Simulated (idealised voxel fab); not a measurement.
Module name: voxel air gaps (process module)
Displayed cross-section: cut, width of 285 nm, square cells sized 5 nm.
Cross-section layout: square cells on a grid; listed as bands, top to bottom; a band spans one or more cell rows.
The band entry comprises the height of the band's top followed by the height of its bottom, expressed in nm, and subsequently the band's materials from left to right, each stated together with its width in nm. Where a single material is marked with the word "full width", that material fills the band from edge to edge. The word "blank" represents empty space.
Below 0: as-received wafer, all one material; heights counted from there. Lowest band: no bottom, goes on down, written "top 0, no bottom".
So if you see something like "30->40" for the width, read it as the top row of the band sitting at the first number and the bottom row at the second, with every row in between moving by the same amount as the last.
"remained the same" for a step: no cell of the cross-section changed in that step.
Voids not open to the top, 8 cells minimum: see "Unvented internal voids". Written width x height at distance; distance is from the left edge; nm.
Text after the settings on a step's line: the simulator's own remark on that step.
You can add "overlay nm" to a step's line. For a step with a mask, it describes how far the mask lay to the right of its planned position, and a negative number describes a lay to the left.

[Process steps - plan]
1: RECEIVE, material Si
2: CONFORMAL_DEP, material SiO2, thk nm 15
3: CONFORMAL_DEP, material SiN, thk nm 5
4: DIRECTIONAL_DEP, material lowk, thk nm 30
5: MASKED_ETCH, tone open, mask id LINES, width nm 20, pitch nm 50, etch materials lowk, depth nm 30, overlay nm 0
6: CONFORMAL_DEP, material TiN, thk nm 5
7: FILL_DEP, material Cu, thk nm 10
8: CMP, height nm 50
9: EPI, material Ru, thk nm 10
10: SELECTIVE_ETCH, etch materials lowk, depth nm 40
11: CONFORMAL_DEP, material SiCN, thk nm 5

[The cross-section here shows the wafer as received, i.e. in its state after step 1]
    top 0, no bottom  Si full width
    Unvented internal voids: none

[Run as planned - first of the two wafers cross-sectioned at the end of the module]
    top 65, bottom 60  40 blank, 200 SiCN, 45 blank
    top 60, bottom 50  40 blank, 5 SiCN, 40 Ru, 10 SiCN, 40 Ru, 10 SiCN, 40 Ru, 10 SiCN, 40 Ru, 5 SiCN, 45 blank
    top 50, bottom 45  40 blank, 15 SiCN, 5 TiN, 10 Cu, 5 TiN, 30 SiCN, 5 TiN, 10 Cu, 5 TiN, 30 SiCN, 5 TiN, 10 Cu, 5 TiN, 30 SiCN, 5 TiN, 10 Cu, 5 TiN, 15 SiCN, 45 blank
    top 45, bottom 25  50 blank, 5 SiCN, 5 TiN, 10 Cu, 5 TiN, 5 SiCN, 20 blank, 5 SiCN, 5 TiN, 10 Cu, 5 TiN, 5 SiCN, 20 blank, 5 SiCN, 5 TiN, 10 Cu, 5 TiN, 5 SiCN, 20 blank, 5 SiCN, 5 TiN, 10 Cu, 5 TiN, 5 SiCN, 55 blank
    top 25, bottom 20  55 SiCN, 20 TiN, 30 SiCN, 20 TiN, 30 SiCN, 20 TiN, 30 SiCN, 20 TiN, 60 SiCN
    top 20, bottom 15  SiN full width
    top 15, bottom 0  SiO2 full width
    top 0, no bottom  Si full width
    Unvented internal voids: 20 x 20 at 80; 20 x 20 at 130; 20 x 20 at 180

[Cross-section, wafer two of two, end of module: same start and plan as wafer one, one error in execution]
    top 65, bottom 60  40 blank, 200 SiCN, 45 blank
    top 60, bottom 50  40 blank, 5 SiCN, 40 Ru, 10 SiCN, 40 Ru, 10 SiCN, 40 Ru, 10 SiCN, 40 Ru, 5 SiCN, 45 blank
    top 50, bottom 45  40 blank, 15 SiCN, 5 TiN, 10 Cu, 5 TiN, 30 SiCN, 5 TiN, 10 Cu, 5 TiN, 30 SiCN, 5 TiN, 10 Cu, 5 TiN, 30 SiCN, 5 TiN, 10 Cu, 5 TiN, 15 SiCN, 45 blank
    top 45, bottom 30  50 blank, 5 SiCN, 5 TiN, 10 Cu, 5 TiN, 5 SiCN, 20 blank, 5 SiCN, 5 TiN, 10 Cu, 5 TiN, 5 SiCN, 20 blank, 5 SiCN, 5 TiN, 10 Cu, 5 TiN, 5 SiCN, 20 blank, 5 SiCN, 5 TiN, 10 Cu, 5 TiN, 5 SiCN, 55 blank
    top 30, bottom 25  55 SiCN, 20 TiN, 30 SiCN, 20 TiN, 30 SiCN, 20 TiN, 30 SiCN, 20 TiN, 60 SiCN
    top 25, bottom 20  SiN full width
    top 20, bottom 0  SiO2 full width
    top 0, no bottom  Si full width
    Unvented internal voids: 20 x 15 at 80; 20 x 15 at 130; 20 x 15 at 180
So what did we get wrong on this run? step 2 off recipe, ran as CONFORMAL_DEP, material SiO2, thk nm 20
FYI, end of process, the second wafer has more or fewer cells of some materials than the first: Cu: 8 fewer | SiCN: 8 fewer | SiO2: 57 more | TiN: 8 fewer
